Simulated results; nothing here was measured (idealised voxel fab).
The following process module bears the name voxel lift off.
Square cells of 5 nm make up the cross-section cut, whose width is 180 nm.
Cross-section format: a grid of square cells, given as bands from top to bottom; each band is one or more rows of cells.
Per band: top height and bottom height in nm, followed by the left-to-right materials and their widths in nm; "full width" marks a single material spanning edge to edge, "empty" marks empty space.
The reference from which all heights are counted is 0, the level beneath which the as-received wafer is entirely one material; the lowest band, having no lower bound, proceeds downward and is written after the example "0 -> down".
The expression "30 to 40" gives the width at the extremes of the band, the first number at its top row of cells and the second at its bottom row, with the width changing by equal amounts from each row to the next in between.
You'll sometimes find "nothing changed" written for a step, and that's the way of saying that nowhere in the cross-section did a cell change during that step.
If an empty space has no open way to the top and is at least 8 cells in size, "Enclosed cavities" lists it, written width x height at distance, where distance is measured from the left edge and every value is in nm.
Read whatever lies past the settings on a step's line as the simulator's own remark about the step.
On any step carrying a mask, the "overlay nm" setting, if present on the step's line, tells how far right of its planned place the mask lay; negative values point to the left.
List of planned process steps
step 1: RECEIVE [material Si]
step 2: CONFORMAL_DEP [material SiO2] [thk nm 10]
step 3: PATTERN [tone open] [mask id LINES] [material resist] [width nm 15] [pitch nm 35] [thk nm 15] [overlay nm -15]
step 4: DIRECTIONAL_DEP [material Ru] [thk nm 5]
step 5: STRIP [etch materials resist]
step 6: CONFORMAL_DEP [material SiO2] [thk nm 10]
Wafers differ in overlay nm at step 3; plan lists the first wafer's value; identical starting state.
This is how the first of several wafers looked in cross-section when it arrived, which is after step 1
    0 -> down: Si full width
    Enclosed cavities: none
End of the module, past its last step, step 6: how the first of several wafers looks in cross-section
    25 -> 20: 20 empty  105 SiO2  55 empty
    20 -> 15: SiO2 full width
    15 -> 10: 30 SiO2  15 Ru  20 SiO2  15 Ru  20 SiO2  15 Ru  65 SiO2
    10 -> 0: SiO2 full width
    0 -> down: Si full width
    Enclosed cavities: none
X-section, last wafer, module end
    25 -> 20: 50 empty  105 SiO2  25 empty
    20 -> 15: SiO2 full width
    15 -> 10: 60 SiO2  15 Ru  20 SiO2  15 Ru  20 SiO2  15 Ru  35 SiO2
    10 -> 0: SiO2 full width
    0 -> down: Si full width
    Enclosed cavities: none
For your reference, the table is organized with a row per wafer; each row reflects the wafer at the end of the module, indicating for each material the cells gained (+) or lost (-) since receipt, and thereafter its closed voids
overlay nm -15 | +9 Ru | +156 SiO2 | Enclosed cavities: none
overlay nm -10 | +9 Ru | +156 SiO2 | Enclosed cavities: none
overlay nm -5 | +9 Ru | +156 SiO2 | Enclosed cavities: none
overlay nm 0 | +9 Ru | +156 SiO2 | Enclosed cavities: none
overlay nm 5 | +9 Ru | +156 SiO2 | Enclosed cavities: none
overlay nm 10 | +9 Ru | +156 SiO2 | Enclosed cavities: none
overlay nm 15 | +9 Ru | +156 SiO2 | Enclosed cavities: none
